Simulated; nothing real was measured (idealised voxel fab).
The name of this process module is voxel trench capacitor.
150 nm wide, 5 nm square cells: that's cross-section cut.
This document writes a cross-section as a grid whose cells are square, and gives it as bands, listed from the top down; one or more rows of cells form a band. Read a band's entry like this: the first values are the height of its top and the height of its bottom in nm, and what follows is the sequence of materials from left to right, each with its width in nm. Note that "air" is empty space, and that a single material marked "edge to edge" reaches across the band from edge to edge. Note: height 0 marks the level under which the wafer is uniformly one material as received. Lowest band unbounded below, written "0 -> down". Top row gets the first number, bottom row gets the second, and each row in between changes by the same step: that is how a band width like "30 to 40" works. When a step is marked "no change occurred", none of the cells in the cross-section changed during that step. For the entry "Enclosed empty spaces", the listed items are empty spaces with no open way to the top whose size is 8 cells or more; each item follows the pattern width x height at distance, where distance is from the left edge and all three are in nm. Whatever follows a step's settings on its line is a remark the simulator itself makes about that step. overlay nm: mask right of planned place by this much (step with mask). Neg. = left.
HERE'S WHAT THE PLANNED PROCESS STEPS LOOK LIKE
| 1 | RECEIVE: material Si |
| 2 | CONFORMAL_DEP: material SiN, thk nm 5 |
| 3 | PATTERN: tone open, mask id TRENCH, material resist, width nm 20, pitch nm 40, thk nm 15, overlay nm 0 |
| 4 | DIRECTIONAL_ETCH: etch materials SiN, depth nm 5 |
| 5 | DIRECTIONAL_ETCH: etch materials Si, depth nm 35 |
| 6 | STRIP: etch materials resist |
| 7 | CONFORMAL_DEP: material SiO2, thk nm 5 |
| 8 | FILL_DEP: material polySi, thk nm 5 |
| 9 | CMP: height nm 5 |
CROSS-SECTIONAL VIEW OF THE WAFER IN ITS AS-RECEIVED CONDITION, CORRESPONDING TO THE STATE AFTER STEP 1
  0 -> down: Si edge to edge
  Enclosed empty spaces: none
FINAL CROSS-SECTION, MODULE RUN WITH ONE MISTAKE (START AND PLAN AS ABOVE)
  5 -> 0: 25 SiN / 5 SiO2 / 10 polySi / 5 SiO2 / 20 SiN / 5 SiO2 / 10 polySi / 5 SiO2 / 20 SiN / 5 SiO2 / 10 polySi / 5 SiO2 / 25 SiN
  0 -> -65: 25 Si / 5 SiO2 / 10 polySi / 5 SiO2 / 20 Si / 5 SiO2 / 10 polySi / 5 SiO2 / 20 Si / 5 SiO2 / 10 polySi / 5 SiO2 / 25 Si
  -65 -> -70: 25 Si / 20 SiO2 / 20 Si / 20 SiO2 / 20 Si / 20 SiO2 / 25 Si
  -70 -> down: Si edge to edge
  Enclosed empty spaces: none
Nonconformance to the process plan: twice, step 5 of the plan was run
